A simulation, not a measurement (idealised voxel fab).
Name of the process module below: voxel plated lines
This is section cut - it's 245 nm across, gridded in 5 nm square cells.
Throughout this document, each cross-section is represented as a grid of square cells and is presented as a sequence of bands enumerated from the top downward, where a band comprises one or more rows of cells.
Read a band's entry like this: the first values are the height of its top and the height of its bottom in nm, and what follows is the sequence of materials from left to right, each with its width in nm. Note that "empty" is empty space, and that a single material marked "edge to edge" reaches across the band from edge to edge.
Heights are reckoned from 0. Under this level, the received wafer is all of one material. The bottommost band is open-ended downward, for example "0 -> down".
Width "30->40": first value at the band's top row of cells, second value at its bottom row, equal change from row to row.
"remains unaltered" means the step left every cell of the cross-section as it was.
Each empty space that has no open way to the top and spans at least 8 cells appears under "Enclosed cavities" as width x height at distance, the distance counted from the left edge, all in nm.
Step line, after settings: the simulator's comment on this step.
What "overlay nm" on a step's line means: if the step has a mask, that mask lay this far to the right of its planned place, or, when the value is negative, to the left.
Set out below are the planned steps of the process:
| 1 | RECEIVE: material Si |
| 2 | CONFORMAL_DEP: material SiO2, thk nm 10 |
| 3 | DIRECTIONAL_DEP: material TiN, thk nm 5 |
| 4 | PATTERN: tone open, mask id LINES, material resist, width nm 25, pitch nm 55, thk nm 15, overlay nm 0 |
| 5 | EPI: material Ru, thk nm 10 |
| 6 | STRIP: etch materials resist |
| 7 | DIRECTIONAL_ETCH: etch materials TiN, depth nm 5 |
| 8 | CONFORMAL_DEP: material SiCN, thk nm 10 |
The cross-section here shows the wafer as received, i.e. in its state after step 1:
> 0 -> down: Si edge to edge
> Enclosed cavities: none
Cross-section, first of two wafers, end of module, run as planned:
> 35 -> 25: 70 nm empty, 45 nm SiCN, 10 nm empty, 45 nm SiCN, 75 nm empty
> 25 -> 20: 70 nm empty, 10 nm SiCN, 25 nm Ru, 10 nm SiCN, 10 nm empty, 10 nm SiCN, 25 nm Ru, 10 nm SiCN, 75 nm empty
> 20 -> 15: 80 nm SiCN, 25 nm Ru, 30 nm SiCN, 25 nm Ru, 85 nm SiCN
> 15 -> 10: 80 nm SiCN, 25 nm TiN, 30 nm SiCN, 25 nm TiN, 85 nm SiCN
> 10 -> 0: SiO2 edge to edge
> 0 -> down: Si edge to edge
> Enclosed cavities: none
The second wafer, shown in cross-section after the module: started the same way as the first and given the same plan, yet one mistake crept into how it was run:
> 30 -> 20: 70 nm empty, 45 nm SiCN, 10 nm empty, 45 nm SiCN, 75 nm empty
> 20 -> 15: 70 nm empty, 10 nm SiCN, 25 nm Ru, 10 nm SiCN, 10 nm empty, 10 nm SiCN, 25 nm Ru, 10 nm SiCN, 75 nm empty
> 15 -> 10: 80 nm SiCN, 25 nm Ru, 30 nm SiCN, 25 nm Ru, 85 nm SiCN
> 10 -> 5: 80 nm SiCN, 25 nm TiN, 30 nm SiCN, 25 nm TiN, 85 nm SiCN
> 5 -> 0: SiO2 edge to edge
> 0 -> down: Si edge to edge
> Enclosed cavities: none
Processing error: in deviation from the planned setting, step 2 was conducted as CONFORMAL_DEP: material SiO2, thk nm 5
Wrapping up, a cell-based count of both wafers puts the second over or under the first for these materials: 49 fewer of SiO2
